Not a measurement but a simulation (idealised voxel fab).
The following process module bears the name voxel self aligned vias.
Square cells of 5 nm make up the cross-section cut, whose width is 220 nm.
The cross-sections in this document take the form of a grid made of square cells. They are written out as bands, in order from top to bottom. Each band consists of one or more rows of cells.
First you get the band's top height and its bottom height, in nm, and then the materials it's made of, left to right, with each width in nm. If you see a single material with "full width", that one covers the band edge to edge. "empty" is empty space.
Below 0: as-received wafer, all one material; heights counted from there. Lowest band: no bottom, goes on down, written "from 0 down".
Graded width ("30..40"): value in top row of band = first number; value in bottom row = second number; row-to-row change constant.
What does "nothing changed" mean for a step? It means no cell of the cross-section changed in that step.
Each empty space that has no open way to the top and spans at least 8 cells appears under "Voids, fully enclosed" as width x height at distance, the distance counted from the left edge, all in nm.
On a step's line, text after the settings is the simulator commenting on that step.
overlay nm, on a step with a mask: how far to the right of its planned place the mask lay; to the left if negative

## Below is the list of planned process steps
| 1 | RECEIVE [material Si] |
| 2 | CONFORMAL_DEP [material SiO2] [thk nm 15] |
| 3 | CONFORMAL_DEP [material SiCN] [thk nm 5] |
| 4 | DIRECTIONAL_DEP [material lowk] [thk nm 20] |
| 5 | DIRECTIONAL_DEP [material aC] [thk nm 10] |
| 6 | PATTERN [tone open] [mask id LINES] [material resist] [width nm 25] [pitch nm 55] [thk nm 25] [overlay nm 0] |
| 7 | DIRECTIONAL_ETCH [etch materials aC] [depth nm 10] |
| 8 | STRIP [etch materials resist] |
| 9 | DIRECTIONAL_ETCH [etch materials lowk] [depth nm 20] |
| 10 | STRIP [etch materials aC] |
| 11 | CONFORMAL_DEP [material TiN] [thk nm 5] |
| 12 | FILL_DEP [material W] [thk nm 10] |
| 13 | CMP [height nm 40] |
| 14 | SELECTIVE_ETCH [etch materials W Ru TiN] [depth nm 5] |
| 15 | FILL_DEP [material SiN] [thk nm 10] |
| 16 | CMP [height nm 40] |
| 17 | DIRECTIONAL_DEP [material lowk] [thk nm 20] |
| 18 | PATTERN [tone open] [mask id VIAS] [material resist] [width nm 35] [pitch nm 110] [thk nm 15] [overlay nm 0] |
| 19 | DIRECTIONAL_ETCH [etch materials lowk] [depth nm 20] |
| 20 | DIRECTIONAL_ETCH [etch materials SiN] [depth nm 5] |
| 21 | STRIP [etch materials resist] |
| 22 | CONFORMAL_DEP [material TiN] [thk nm 5] |
| 23 | FILL_DEP [material Cu] [thk nm 10] |
| 24 | CMP [height nm 60] |
| 25 | CONFORMAL_DEP [material SiN] [thk nm 5] |

## As received (post step 1): cross-section
  from 0 down = Si full width
  Voids, fully enclosed: none

## Cross-section: first of two wafers, module finished, run according to plan
  from 65 to 60 = SiN full width
  from 60 to 45 = lowk 35 nm  TiN 5 nm  Cu 25 nm  TiN 5 nm  lowk 75 nm  TiN 5 nm  Cu 25 nm  TiN 5 nm  lowk 40 nm
  from 45 to 40 = lowk 35 nm  TiN 10 nm  Cu 15 nm  TiN 10 nm  lowk 75 nm  TiN 10 nm  Cu 15 nm  TiN 10 nm  lowk 40 nm
  from 40 to 35 = lowk 40 nm  TiN 25 nm  lowk 30 nm  SiN 25 nm  lowk 30 nm  TiN 25 nm  lowk 45 nm
  from 35 to 25 = lowk 40 nm  TiN 5 nm  W 15 nm  TiN 5 nm  lowk 30 nm  TiN 5 nm  W 15 nm  TiN 5 nm  lowk 30 nm  TiN 5 nm  W 15 nm  TiN 5 nm  lowk 45 nm
  from 25 to 20 = lowk 40 nm  TiN 25 nm  lowk 30 nm  TiN 25 nm  lowk 30 nm  TiN 25 nm  lowk 45 nm
  from 20 to 15 = SiCN full width
  from 15 to 0 = SiO2 full width
  from 0 down = Si full width
  Voids, fully enclosed: none

## Wafer two, sectioned after the module: the first wafer's start, the first wafer's plan, and one mistake in how it was run
  from 65 to 60 = SiN full width
  from 60 to 45 = lowk 35 nm  TiN 5 nm  W 25 nm  TiN 5 nm  lowk 75 nm  TiN 5 nm  W 25 nm  TiN 5 nm  lowk 40 nm
  from 45 to 40 = lowk 35 nm  TiN 10 nm  W 15 nm  TiN 10 nm  lowk 75 nm  TiN 10 nm  W 15 nm  TiN 10 nm  lowk 40 nm
  from 40 to 35 = lowk 40 nm  TiN 25 nm  lowk 30 nm  SiN 25 nm  lowk 30 nm  TiN 25 nm  lowk 45 nm
  from 35 to 25 = lowk 40 nm  TiN 5 nm  W 15 nm  TiN 5 nm  lowk 30 nm  TiN 5 nm  W 15 nm  TiN 5 nm  lowk 30 nm  TiN 5 nm  W 15 nm  TiN 5 nm  lowk 45 nm
  from 25 to 20 = lowk 40 nm  TiN 25 nm  lowk 30 nm  TiN 25 nm  lowk 30 nm  TiN 25 nm  lowk 45 nm
  from 20 to 15 = SiCN full width
  from 15 to 0 = SiO2 full width
  from 0 down = Si full width
  Voids, fully enclosed: none
So what did we get wrong on this run? step 23 off recipe, ran as FILL_DEP [material W] [thk nm 10]
Materials where the second wafer ends with more or fewer cells than the first: 36 fewer of Cu, 36 more of W
